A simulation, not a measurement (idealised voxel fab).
A process module follows: voxel gate over fins.
Displayed cross-section: cut, width of 170 nm, square cells sized 5 nm.
For the purposes of this document, a cross-section shall be understood as a grid of square cells, specified as bands listed in top-to-bottom order, each band consisting of one or more rows of cells. Quick guide to a band line: top height, bottom height (nm) up front; then every material left to right with its width in nm. Only one material and it's marked "throughout"? Then it fills the band edge to edge. And "empty" just means empty space. Height is counted from the level 0, under which the received wafer is composed throughout of one material. The lowest of the bands is not closed at the bottom but continues downward, in the notation "0 down". Quick explanation for "30 to 40": the width changes in equal steps down the rows of cells, from the first number in the band's top row to the second number in its bottom row. For the purposes of this document, the phrase "everything unchanged" attached to a step denotes that no cell within the cross-section was modified by that step. Empty spaces without an open route to the top, at least 8 cells in extent, make up the entry "Voids, fully enclosed"; each is given as width x height at distance, where the distance is measured from the left edge, and all are in nm. Whatever follows a step's settings on its line is a remark the simulator itself makes about that step. The "overlay nm" setting may appear on a step's line; for a step that uses a mask, it gives how far to the right of its planned position the mask lay, and a negative value indicates the left.

**The process steps that were planned are listed below**
1) RECEIVE with material Si
2) CONFORMAL_DEP with material SiN, thk nm 5
3) PATTERN with tone cover, mask id FINS, material resist, width nm 15, pitch nm 60, thk nm 20, overlay nm 0
4) DIRECTIONAL_ETCH with etch materials SiN, depth nm 5
5) DIRECTIONAL_ETCH with etch materials Si, depth nm 40
6) STRIP with etch materials resist
7) OXIDIZE with depth nm 5
8) FILL_DEP with material SiO2, thk nm 15
9) CMP with height nm 5
10) DIRECTIONAL_DEP with material aC, thk nm 10
11) PATTERN with tone open, mask id RAIL, material resist, width nm 15, thk nm 25, overlay nm -15
12) DIRECTIONAL_ETCH with etch materials aC, depth nm 10
13) STRIP with etch materials resist
14) DIRECTIONAL_ETCH with etch materials SiO2, depth nm 40
15) STRIP with etch materials aC
16) CONFORMAL_DEP with material TiN, thk nm 5
17) FILL_DEP with material W, thk nm 10
18) CMP with height nm 5
19) SELECTIVE_ETCH with etch materials W Ru TiN, depth nm 20
20) FILL_DEP with material SiO2, thk nm 5
21) CMP with height nm 5
22) SELECTIVE_ETCH with etch materials SiO2, depth nm 15
23) STRIP with etch materials SiN
24) CONFORMAL_DEP with material HfO2, thk nm 5
25) CONFORMAL_DEP with material TiN, thk nm 5
26) FILL_DEP with material W, thk nm 15
27) CMP with height nm 20
28) CONFORMAL_DEP with material SiN, thk nm 10
Quick note for whoever runs this: the wafers start identical, but the overlay nm at step 11 isn't the same across them. The plan just shows what the first wafer had.

**Cross-section of the first of several received wafers, showing its state after step 1**
0 down | Si throughout
Voids, fully enclosed: none

**Every row in this table is a wafer at the end of the module, and it gives, for each of the materials, the cells that wafer has gained (+) or lost (-) since it was received, then its closed voids**
overlay nm -15; +46 HfO2; -279 Si; +68 SiN; +205 SiO2; +55 TiN; +109 W; Voids, fully enclosed: none
overlay nm -10; +46 HfO2; -279 Si; +68 SiN; +205 SiO2; +55 TiN; +109 W; Voids, fully enclosed: none
overlay nm -5; +46 HfO2; -279 Si; +68 SiN; +205 SiO2; +55 TiN; +109 W; Voids, fully enclosed: none
overlay nm 0; +46 HfO2; -279 Si; +68 SiN; +205 SiO2; +55 TiN; +109 W; Voids, fully enclosed: none
overlay nm 5; +46 HfO2; -279 Si; +68 SiN; +205 SiO2; +55 TiN; +109 W; Voids, fully enclosed: none
overlay nm 10; +46 HfO2; -279 Si; +68 SiN; +205 SiO2; +55 TiN; +109 W; Voids, fully enclosed: none
overlay nm 15; +46 HfO2; -279 Si; +68 SiN; +205 SiO2; +55 TiN; +109 W; Voids, fully enclosed: none
